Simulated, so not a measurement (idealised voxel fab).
process module | voxel air gaps
Section shown: cut. Width: 155 nm. Cell size: 5 nm, square.
We lay out every cross-section as a grid of square cells and spell it out in bands from the top down, where one band means one or more rows of cells.
Heads up on the band format: heights come first, top then bottom, in nm. After that it's the materials left to right, each with its width in nm. A single material flagged "full width" fills the whole band edge to edge, and "air" means there's empty space there.
Height 0 is the level under which the wafer as received is all one material. The lowest band goes on downwards, as in "0..down".
The two numbers in a width such as "30 to 40" mark its ends across the band: the first belongs to the top row of cells, the second to the bottom row, and from each row to the next the width moves by the same amount.
No cell of the cross-section changed in a step that is given as "same as before".
This entry, "Entrapped void list", enumerates those empty regions of no fewer than 8 cells that possess no open connection to the top. Each region is reported in the form width x height at distance, the distance being taken from the left edge, with all three quantities expressed in nm.
Read whatever lies past the settings on a step's line as the simulator's own remark about the step.
You can add "overlay nm" to a step's line. For a step with a mask, it describes how far the mask lay to the right of its planned position, and a negative number describes a lay to the left.

Plan:
step 1: RECEIVE | material Si
step 2: CONFORMAL_DEP | material SiO2 | thk nm 10
step 3: CONFORMAL_DEP | material SiCN | thk nm 5
step 4: DIRECTIONAL_DEP | material lowk | thk nm 30
step 5: DIRECTIONAL_DEP | material aC | thk nm 10
step 6: PATTERN | tone open | mask id LINES | material resist | width nm 15 | pitch nm 45 | thk nm 25 | overlay nm 0
step 7: DIRECTIONAL_ETCH | etch materials aC | depth nm 10
step 8: STRIP | etch materials resist
step 9: DIRECTIONAL_ETCH | etch materials lowk | depth nm 30
step 10: STRIP | etch materials aC
step 11: CONFORMAL_DEP | material TiN | thk nm 5
step 12: FILL_DEP | material Cu | thk nm 5
step 13: CMP | height nm 45
step 14: EPI | material Ru | thk nm 10
step 15: SELECTIVE_ETCH | etch materials lowk | depth nm 40
step 16: CONFORMAL_DEP | material SiCN | thk nm 5
The value of width nm given for step 6 in the plan refers to the first wafer; the wafers vary in this setting and are alike at the start.

So this is the first of several wafers, cross-sectioned as it came to us, meaning it's at the end of step 1:
    0..down | Si full width
    Entrapped void list: none

End of module: cross-section of the first of several wafers after step 16, the last step:
    60..55 | 10 air, then 135 SiCN, then 10 air
    55..45 | 10 air, then 5 SiCN, then 35 Ru, then 10 SiCN, then 35 Ru, then 10 SiCN, then 35 Ru, then 5 SiCN, then 10 air
    45..40 | 10 air, then 15 SiCN, then 5 TiN, then 5 Cu, then 5 TiN, then 30 SiCN, then 5 TiN, then 5 Cu, then 5 TiN, then 30 SiCN, then 5 TiN, then 5 Cu, then 5 TiN, then 15 SiCN, then 10 air
    40..20 | 20 air, then 5 SiCN, then 5 TiN, then 5 Cu, then 5 TiN, then 5 SiCN, then 20 air, then 5 SiCN, then 5 TiN, then 5 Cu, then 5 TiN, then 5 SiCN, then 20 air, then 5 SiCN, then 5 TiN, then 5 Cu, then 5 TiN, then 5 SiCN, then 20 air
    20..15 | 25 SiCN, then 15 TiN, then 30 SiCN, then 15 TiN, then 30 SiCN, then 15 TiN, then 25 SiCN
    15..10 | SiCN full width
    10..0 | SiO2 full width
    0..down | Si full width
    Entrapped void list: 20 x 20 at 45; 20 x 20 at 90

Last wafer of the set, cross-sectioned at end of module:
    60..55 | 150 SiCN, then 5 air
    55..45 | 5 SiCN, then 140 Ru, then 5 SiCN, then 5 air
    45..40 | 15 SiCN, then 5 TiN, then 20 Cu, then 5 TiN, then 15 lowk, then 5 TiN, then 20 Cu, then 5 TiN, then 15 lowk, then 5 TiN, then 20 Cu, then 5 TiN, then 15 SiCN, then 5 air
    40..20 | 10 air, then 5 SiCN, then 5 TiN, then 20 Cu, then 5 TiN, then 15 lowk, then 5 TiN, then 20 Cu, then 5 TiN, then 15 lowk, then 5 TiN, then 20 Cu, then 5 TiN, then 5 SiCN, then 15 air
    20..15 | 15 SiCN, then 30 TiN, then 15 lowk, then 30 TiN, then 15 lowk, then 30 TiN, then 20 SiCN
    15..10 | SiCN full width
    10..0 | SiO2 full width
    0..down | Si full width
    Entrapped void list: 10 x 20 at 0

Every row in this table is a wafer at the end of the module, and it gives, for each of the materials, the cells that wafer has gained (+) or lost (-) since it was received, then its closed voids:
width nm 15 | +15 Cu | +42 Ru | +134 SiCN | +62 SiO2 | +39 TiN | Entrapped void list: 20 x 20 at 45; 20 x 20 at 90
width nm 20 | +30 Cu | +48 Ru | +126 SiCN | +62 SiO2 | +42 TiN | Entrapped void list: 15 x 20 at 45; 15 x 20 at 90
width nm 25 | +45 Cu | +54 Ru | +86 SiCN | +62 SiO2 | +45 TiN | +48 lowk | Entrapped void list: none
width nm 30 | +60 Cu | +56 Ru | +86 SiCN | +62 SiO2 | +48 TiN | +36 lowk | Entrapped void list: 10 x 20 at 0
